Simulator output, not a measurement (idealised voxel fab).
process module | voxel plated lines
cross-section cut | 295 nm wide | cells 5 nm
A cross-section is a grid of square cells, given in bands from the top down. A band is one or more rows of cells.
Each band's line starts with the height of the band's top and of its bottom, in nm. Then come its materials from left to right, each with its width in nm. One material with "throughout" fills the band from edge to edge. "air" is empty space.
Height 0 is the level under which the wafer as received is all one material. The lowest band goes on downwards, as in "0 down".
A width such as "30 to 40" changes by the same amount from each row of cells to the next, from the band's top row to its bottom row.
"no change" after a step means that no cell of the cross-section changed.
closed voids: empty space of 8 cells or more with no open way to the top, each as width x height at its distance from the left edge, in nm
after a step's settings: what the simulator itself notes on the step
overlay nm, on a step with a mask: how far to the right of its planned place the mask lay; to the left if negative
plan
1 op RECEIVE | material Si
2 op CONFORMAL_DEP | material Al2O3 | thk nm 10
3 op DIRECTIONAL_DEP | material TiN | thk nm 5
4 op PATTERN | tone open | mask id LINES | material resist | width nm 30 | pitch nm 60 | thk nm 20 | overlay nm 0
5 op EPI | material Ru | thk nm 10
6 op STRIP | etch materials resist
7 op DIRECTIONAL_ETCH | etch materials TiN | depth nm 5
8 op CONFORMAL_DEP | material SiN | thk nm 10
as received, after step 1
  0 down: Si throughout
  closed voids: none
first wafer at the end, as planned
  35 to 25: air 60 | SiN 50 | air 10 | SiN 50 | air 10 | SiN 50 | air 65
  25 to 20: air 60 | SiN 10 | Ru 30 | SiN 10 | air 10 | SiN 10 | Ru 30 | SiN 10 | air 10 | SiN 10 | Ru 30 | SiN 10 | air 65
  20 to 15: SiN 70 | Ru 30 | SiN 30 | Ru 30 | SiN 30 | Ru 30 | SiN 75
  15 to 10: SiN 70 | TiN 30 | SiN 30 | TiN 30 | SiN 30 | TiN 30 | SiN 75
  10 to 0: Al2O3 throughout
  0 down: Si throughout
  closed voids: none
second wafer at the end: like start, like plan, one mistake
  35 to 20: air 60 | Ru 50 | air 10 | Ru 50 | air 10 | Ru 50 | air 65
  20 to 15: Ru throughout
  15 to 10: Ru 70 | TiN 30 | Ru 30 | TiN 30 | Ru 30 | TiN 30 | Ru 75
  10 to 0: Al2O3 throughout
  0 down: Si throughout
  closed voids: none
what went wrong: step 8 ran as: op CONFORMAL_DEP | material Ru | thk nm 10
at the end the second wafer has, in cells: 154 more of Ru | 154 fewer of SiN
